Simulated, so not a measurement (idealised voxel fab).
Process module, titled voxel released beams
The cross-section on display is named cut; it measures 250 nm wide, and its cells are 5 nm squares.
Bands, listed from the top down, are how a cross-section gets written in this document; the cross-section itself is a grid of square cells, and a band is one or more rows of them. First you get the band's top height and its bottom height, in nm, and then the materials it's made of, left to right, with each width in nm. If you see a single material with "throughout", that one covers the band edge to edge. "blank" is empty space. The level at which height equals 0 is the one under which the wafer, as it arrives, is entirely one material. No lower edge exists for the bottom band, which continues downward and is notated as in "from 0 down". Per-row width for "30->40": begins at first number (top row of band), ends at second number (bottom row), increment between rows held constant. Take "stayed the same" at face value: in the step it is given for, the cross-section changed in none of its cells. Entry "Closed cavity list" = empty spaces >= 8 cells with no open way to the top; each as width x height at distance, distance from left edge, all nm. That trailing text on a step's line, after the settings, is the simulator's own remark on the step. Each step line may optionally specify "overlay nm", which for a step with a mask gives the rightward distance between the mask's planned place and where it lay, a negative value indicating the leftward direction.

THE PLANNED PROCESS STEPS ARE ENUMERATED HEREUNDER
1: RECEIVE [material Si]
2: CONFORMAL_DEP [material Al2O3] [thk nm 10]
3: DIRECTIONAL_DEP [material SiO2] [thk nm 15]
4: DIRECTIONAL_DEP [material aC] [thk nm 15]
5: PATTERN [tone open] [mask id ANCHOR] [material resist] [width nm 35] [thk nm 35] [overlay nm 0]
6: DIRECTIONAL_ETCH [etch materials aC] [depth nm 15]
7: STRIP [etch materials resist]
8: DIRECTIONAL_ETCH [etch materials SiO2] [depth nm 15]
9: STRIP [etch materials aC]
10: CONFORMAL_DEP [material W] [thk nm 10]
11: DIRECTIONAL_DEP [material aC] [thk nm 10]
12: PATTERN [tone cover] [mask id BEAM] [material resist] [width nm 95] [thk nm 25] [overlay nm 0]
13: DIRECTIONAL_ETCH [etch materials aC] [depth nm 10]
14: STRIP [etch materials resist]
15: DIRECTIONAL_ETCH [etch materials W] [depth nm 10]
16: STRIP [etch materials aC]
17: STRIP [etch materials SiO2]

CROSS-SECTIONAL VIEW OF THE WAFER IN ITS AS-RECEIVED CONDITION, CORRESPONDING TO THE STATE AFTER STEP 1
> from 0 down: Si throughout
> Closed cavity list: none

HERE'S THE CROSS-SECTION OF THE FIRST OF OUR TWO WAFERS AT THE END OF THE MODULE - IT RAN AS PLANNED
> from 35 to 25: 75 of blank; 15 of W; 15 of blank; 65 of W; 80 of blank
> from 25 to 20: 80 of blank; 10 of W; 15 of blank; 10 of W; 135 of blank
> from 20 to 10: 80 of blank; 35 of W; 135 of blank
> from 10 to 0: Al2O3 throughout
> from 0 down: Si throughout
> Closed cavity list: none

CROSS-SECTION, WAFER TWO OF TWO, END OF MODULE: SAME START AND PLAN AS WAFER ONE, ONE ERROR IN EXECUTION
> from 45 to 35: 90 of Al2O3; 15 of blank; 145 of Al2O3
> from 35 to 30: 90 of W; 15 of blank; 145 of W
> from 30 to 25: 90 of W; 15 of Al2O3; 145 of W
> from 25 to 20: 80 of SiO2; 10 of W; 15 of Al2O3; 10 of W; 135 of SiO2
> from 20 to 10: 80 of SiO2; 35 of W; 135 of SiO2
> from 10 to 0: Al2O3 throughout
> from 0 down: Si throughout
> Closed cavity list: none
The plan and the run diverged here: off-plan run, step 11, actual operation and settings DIRECTIONAL_DEP [material Al2O3] [thk nm 10]
Materials where the second wafer ends with more or fewer cells than the first: +100 Al2O3; +129 SiO2; +62 W
